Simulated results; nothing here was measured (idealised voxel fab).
Process module name: voxel released beams
This is section cut - it's 210 nm across, gridded in 5 nm square cells.
Format of a cross-section: grid, square cells. Given as bands. Order: top down. Band: one or more rows of cells.
Band: top and bottom heights (nm) first, top before bottom; then materials from left to right, widths in nm. "full width" marks a sole material filling the band edge to edge. "blank" denotes empty space.
All heights in this document are referenced to 0, defined as the level beneath which the wafer, as received, consists entirely of one material. The lowest band is not bounded below; it extends indefinitely downward and is written in the form "0 and below".
The two numbers in a width such as "30->40" mark its ends across the band: the first belongs to the top row of cells, the second to the bottom row, and from each row to the next the width moves by the same amount.
When a step is marked "no change occurred", none of the cells in the cross-section changed during that step.
The list in "Voids, sealed" covers empty spaces of 8 cells or more that cannot reach the top through any open way, and it gives each as width x height at distance; the distance is from the left edge, and width, height and distance are in nm.
If you see something after the settings on a step's line, that's the simulator's own remark about that step.
overlay nm: how far to the right of its planned place the mask lay on this masked step (negative: to the left).

-- Set out below are the planned steps of the process
step 1: RECEIVE,material Si
step 2: CONFORMAL_DEP,material Al2O3,thk nm 10
step 3: DIRECTIONAL_DEP,material SiO2,thk nm 15
step 4: MASKED_ETCH,tone open,mask id ANCHOR,width nm 40,etch materials SiO2,depth nm 15,overlay nm 0
step 5: CONFORMAL_DEP,material SiN,thk nm 15
step 6: MASKED_ETCH,tone cover,mask id BEAM,width nm 125,etch materials SiN,depth nm 15,overlay nm 0
step 7: STRIP,etch materials SiO2

-- Received-state cross-section, reflecting completion of step 1
> 0 and below | Si full width
> Voids, sealed: none

-- Module complete, cross-section. Starting point and plan per above. One mistake made in running the module
> 50 down to 35 | blank (40) | SiN (125) | blank (45)
> 35 down to 25 | SiN full width
> 25 down to 10 | SiO2 (45) | SiN (40) | SiO2 (125)
> 10 down to 0 | Al2O3 full width
> 0 and below | Si full width
> Voids, sealed: none
Which mistake was made when the wafer was run? planned and actual differ for step 5; actual: CONFORMAL_DEP,material SiN,thk nm 25
